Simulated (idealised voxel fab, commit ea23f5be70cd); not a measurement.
Process module name: voxel wiring stack
The figure presents cross-section cut, which has a width of 290 nm and is divided into square cells with an edge length of 5 nm.
Cross-section layout: square cells on a grid; listed as bands, top to bottom; a band spans one or more cell rows.
It is stipulated that each band's entry specify, in nanometres, the height of the top of the band and then that of its bottom, followed by the materials of the band in left-to-right sequence, each together with its width in nanometres. A single material marked by the word "all across" is understood to fill the band from edge to edge; the word "empty" is understood to denote empty space.
We count height from 0. Below that, the starting wafer is all one material. The lowest band never ends at the bottom but goes on down; see "0..down" for how that is written.
Graded width ("30..40"): value in top row of band = first number; value in bottom row = second number; row-to-row change constant.
Step note "nothing altered" = no cross-section cell changed.
"Catalogued sealed voids" specifies each empty space that is not open to the top and that occupies no fewer than 8 cells, using the form width x height at distance, the distance measured from the left edge and all three quantities in nm.
Past the settings on a step's line: simulator remark, on that step.
overlay nm: right-of-plan distance of the mask on a masked step; negative values mean left-of-plan.
Planned process steps:
1) RECEIVE,material Si
2) CONFORMAL_DEP,material SiO2,thk nm 10
3) CONFORMAL_DEP,material SiCN,thk nm 5
4) DIRECTIONAL_DEP,material SiO2,thk nm 25
5) MASKED_ETCH,tone open,mask id METAL_1,width nm 20,pitch nm 45,etch materials SiO2,depth nm 25,overlay nm 0
6) MASKED_ETCH,tone open,mask id METAL_1,width nm 20,pitch nm 45,etch materials SiCN,depth nm 5,overlay nm 0
7) CONFORMAL_DEP,material TiN,thk nm 5
8) FILL_DEP,material Cu,thk nm 5
9) CMP,height nm 40
10) CONFORMAL_DEP,material SiCN,thk nm 5
11) DIRECTIONAL_DEP,material SiO2,thk nm 30
12) MASKED_ETCH,tone open,mask id METAL_2,width nm 20,pitch nm 45,etch materials SiO2,depth nm 15,overlay nm 0
13) PATTERN,tone open,mask id METAL_2_HOLES,material resist,width nm 15,thk nm 15,overlay nm 0
14) DIRECTIONAL_ETCH,etch materials SiO2,depth nm 15
15) DIRECTIONAL_ETCH,etch materials SiCN,depth nm 5
16) STRIP,etch materials resist
17) CONFORMAL_DEP,material TiN,thk nm 5
18) FILL_DEP,material Cu,thk nm 5
19) CMP,height nm 75
20) CONFORMAL_DEP,material SiCN,thk nm 5
21) DIRECTIONAL_DEP,material lowk,thk nm 30
22) PATTERN,tone open,mask id METAL_3_HOLES,material resist,width nm 15,pitch nm 45,thk nm 20,overlay nm 0
23) DIRECTIONAL_ETCH,etch materials lowk,depth nm 30
24) STRIP,etch materials resist
25) MASKED_ETCH,tone open,mask id METAL_3,width nm 20,pitch nm 45,etch materials lowk,depth nm 15,overlay nm 0
26) MASKED_ETCH,tone open,mask id METAL_3,width nm 20,pitch nm 45,etch materials SiCN,depth nm 5,overlay nm 0
27) CONFORMAL_DEP,material TiN,thk nm 5
28) FILL_DEP,material Ru,thk nm 5
29) CMP,height nm 110
30) CONFORMAL_DEP,material SiCN,thk nm 5
31) DIRECTIONAL_DEP,material lowk,thk nm 35
32) DIRECTIONAL_DEP,material aC,thk nm 10
33) PATTERN,tone open,mask id METAL_4_HOLES,material resist,width nm 15,thk nm 25,overlay nm 0
34) DIRECTIONAL_ETCH,etch materials aC,depth nm 10
35) STRIP,etch materials resist
36) DIRECTIONAL_ETCH,etch materials lowk,depth nm 35
37) STRIP,etch materials aC
38) PATTERN,tone open,mask id METAL_4,material resist,width nm 20,pitch nm 45,thk nm 15,overlay nm 0
39) DIRECTIONAL_ETCH,etch materials lowk,depth nm 20
40) DIRECTIONAL_ETCH,etch materials SiCN,depth nm 5
41) STRIP,etch materials resist
42) CONFORMAL_DEP,material TiN,thk nm 5
43) FILL_DEP,material Cu,thk nm 10
44) CMP,height nm 150
45) CONFORMAL_DEP,material SiN,thk nm 5
As-received state of the wafer in cross-section, equivalent to post-step 1:
* 0..down | Si all across
* Catalogued sealed voids: none
Module complete, cross-section. Starting point and plan per above. One mistake made in running the module:
* 155..150 | SiN all across
* 150..135 | lowk: 110, then TiN: 5, then Cu: 10, then TiN: 5, then lowk: 25, then TiN: 5, then Cu: 10, then TiN: 5, then lowk: 115
* 135..130 | lowk: 110, then TiN: 5, then Cu: 5, then TiN: 10, then lowk: 25, then TiN: 20, then lowk: 115
* 130..115 | lowk: 110, then TiN: 5, then Cu: 5, then TiN: 5, then lowk: 165
* 115..110 | SiCN: 110, then TiN: 15, then SiCN: 165
* 110..100 | lowk: 110, then TiN: 5, then Ru: 5, then TiN: 5, then lowk: 30, then TiN: 5, then Ru: 5, then TiN: 5, then lowk: 120
* 100..95 | lowk: 110, then TiN: 15, then lowk: 30, then TiN: 15, then lowk: 120
* 95..80 | lowk all across
* 80..75 | SiCN all across
* 75..65 | SiO2: 110, then TiN: 5, then Cu: 10, then TiN: 5, then SiO2: 25, then TiN: 5, then Cu: 10, then TiN: 5, then SiO2: 115
* 65..60 | SiO2: 110, then TiN: 5, then Cu: 5, then TiN: 10, then SiO2: 25, then TiN: 20, then SiO2: 115
* 60..45 | SiO2: 110, then TiN: 5, then Cu: 5, then TiN: 5, then SiO2: 165
* 45..40 | SiCN: 110, then TiN: 15, then SiCN: 165
* 40..15 | SiO2: 110, then TiN: 5, then Cu: 10, then TiN: 5, then SiO2: 25, then TiN: 5, then Cu: 10, then TiN: 5, then SiO2: 115
* 15..10 | SiCN: 110, then TiN: 20, then SiCN: 25, then TiN: 20, then SiCN: 115
* 10..0 | SiO2 all across
* 0..down | Si all across
* Catalogued sealed voids: none
Which mistake was made when the wafer was run? step 21, plan: ran twice
